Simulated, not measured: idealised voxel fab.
Documented hereafter: the process module known as voxel capacitor over wiring.
Section shown: cut. Width: 210 nm. Cell size: 5 nm, square.
A cross-section is written here as square cells arranged in a grid, and it is given in bands from the top down, each band taking up one or more rows of cells.
Basically the band line says how high the top is and how high the bottom is, in nm, and then what's in it from left to right, every material with its width in nm. Empty space shows up as "blank", and if a single material carries "all across" it runs the full band edge to edge.
We count height from 0. Below that, the starting wafer is all one material. The lowest band never ends at the bottom but goes on down; see "from 0 down" for how that is written.
You'd read "30->40" like this: the band's top row of cells is as wide as the first number, its bottom row is as wide as the second, and going down, every row changes width by the same amount as the row before did.
"identical to before" means the step left every cell of the cross-section as it was.
"Voids, fully enclosed" enumerates empty spaces isolated from the top, with no open way to it, that contain at least 8 cells, giving each as width x height at distance from the left edge, all three in nm.
If you see something after the settings on a step's line, that's the simulator's own remark about that step.
"overlay nm" answers the question of how far to the right of plan the mask lay on a step that has a mask, and when it is negative the answer is to the left.

SET OUT BELOW ARE THE PLANNED STEPS OF THE PROCESS
- 1: RECEIVE: material Si
- 2: CONFORMAL_DEP: material SiO2, thk nm 15
- 3: DIRECTIONAL_DEP: material TiN, thk nm 5
- 4: DIRECTIONAL_DEP: material W, thk nm 25
- 5: MASKED_ETCH: tone cover, mask id METAL_1, width nm 20, pitch nm 80, etch materials W, depth nm 25, overlay nm 0
- 6: MASKED_ETCH: tone cover, mask id METAL_1, width nm 20, pitch nm 80, etch materials TiN, depth nm 5, overlay nm 0
- 7: CONFORMAL_DEP: material SiN, thk nm 5
- 8: FILL_DEP: material lowk, thk nm 5
- 9: CMP: height nm 45
- 10: CONFORMAL_DEP: material SiCN, thk nm 5
- 11: DIRECTIONAL_DEP: material SiO2, thk nm 10
- 12: MASKED_ETCH: tone open, mask id PLUG_1, width nm 15, etch materials SiO2, depth nm 10, overlay nm 0
- 13: MASKED_ETCH: tone open, mask id PLUG_1, width nm 15, etch materials SiCN, depth nm 5, overlay nm 0
- 14: CONFORMAL_DEP: material TiN, thk nm 5
- 15: FILL_DEP: material Cu, thk nm 5
- 16: CMP: height nm 60
- 17: DIRECTIONAL_DEP: material TiN, thk nm 5
- 18: DIRECTIONAL_DEP: material Al2O3, thk nm 5
- 19: DIRECTIONAL_DEP: material TiN, thk nm 10
- 20: DIRECTIONAL_DEP: material aC, thk nm 10
- 21: PATTERN: tone cover, mask id UPPER_PLATE, material resist, width nm 65, thk nm 25, overlay nm 0
- 22: DIRECTIONAL_ETCH: etch materials aC, depth nm 10
- 23: STRIP: etch materials resist
- 24: DIRECTIONAL_ETCH: etch materials TiN, depth nm 10
- 25: DIRECTIONAL_ETCH: etch materials Al2O3, depth nm 5
- 26: STRIP: etch materials aC
- 27: DIRECTIONAL_DEP: material aC, thk nm 10
- 28: PATTERN: tone cover, mask id LOWER_PLATE, material resist, width nm 75, thk nm 30, overlay nm 0
- 29: DIRECTIONAL_ETCH: etch materials aC, depth nm 10
- 30: STRIP: etch materials resist
- 31: DIRECTIONAL_ETCH: etch materials TiN, depth nm 5
- 32: STRIP: etch materials aC
- 33: FILL_DEP: material SiO2, thk nm 20
- 34: CMP: height nm 95
- 35: MASKED_ETCH: tone open, mask id PLUG_2, width nm 15, etch materials SiO2, depth nm 15, overlay nm 0
- 36: CONFORMAL_DEP: material TiN, thk nm 5
- 37: FILL_DEP: material Ru, thk nm 5
- 38: CMP: height nm 95
- 39: CONFORMAL_DEP: material SiCN, thk nm 5

WAFER CROSS-SECTION ON RECEIPT, I.E. AFTER STEP 1
	from 0 down: Si all across
	Voids, fully enclosed: none

MODULE COMPLETE - CROSS-SECTION OF THE FIRST OF TWO WAFERS, RUN ACCORDING TO PLAN
	from 100 to 95: SiCN all across
	from 95 to 85: 70 SiO2 | 5 TiN | 5 Ru | 5 TiN | 125 SiO2
	from 85 to 80: 70 SiO2 | 15 TiN | 125 SiO2
	from 80 to 70: 60 SiO2 | 65 TiN | 85 SiO2
	from 70 to 65: 60 SiO2 | 65 Al2O3 | 85 SiO2
	from 65 to 60: 55 SiO2 | 75 TiN | 80 SiO2
	from 60 to 50: 60 SiO2 | 5 TiN | 5 Cu | 5 TiN | 135 SiO2
	from 50 to 45: 60 SiCN | 15 TiN | 135 SiCN
	from 45 to 20: 50 lowk | 5 SiN | 20 W | 5 SiN | 50 lowk | 5 SiN | 20 W | 5 SiN | 50 lowk
	from 20 to 15: 55 SiN | 20 TiN | 60 SiN | 20 TiN | 55 SiN
	from 15 to 0: SiO2 all across
	from 0 down: Si all across
	Voids, fully enclosed: none

WHAT THE SECOND WAFER LOOKS LIKE IN CROSS-SECTION ONCE THE MODULE IS DONE. ITS START AND ITS PLAN MATCHED THE FIRST WAFER'S EXACTLY; WHAT DIFFERED WAS ONE MISTAKE IN HOW IT WAS RUN
	from 100 to 95: SiCN all across
	from 95 to 85: 70 SiO2 | 5 TiN | 5 Ru | 5 TiN | 125 SiO2
	from 85 to 80: 70 SiO2 | 15 TiN | 125 SiO2
	from 80 to 70: 60 SiO2 | 65 TiN | 85 SiO2
	from 70 to 65: 60 SiO2 | 65 Al2O3 | 85 SiO2
	from 65 to 60: 55 SiO2 | 75 TiN | 80 SiO2
	from 60 to 50: 60 SiO2 | 5 TiN | 5 Al2O3 | 5 TiN | 135 SiO2
	from 50 to 45: 60 SiCN | 15 TiN | 135 SiCN
	from 45 to 20: 50 lowk | 5 SiN | 20 W | 5 SiN | 50 lowk | 5 SiN | 20 W | 5 SiN | 50 lowk
	from 20 to 15: 55 SiN | 20 TiN | 60 SiN | 20 TiN | 55 SiN
	from 15 to 0: SiO2 all across
	from 0 down: Si all across
	Voids, fully enclosed: none
Against the plan, the run slipped here: note that step 15 departed from the planned setting and was carried out as FILL_DEP: material Al2O3, thk nm 5
Final difference in cells, second wafer against first, listed per material as more or fewer: 2 more of Al2O3 | 2 fewer of Cu
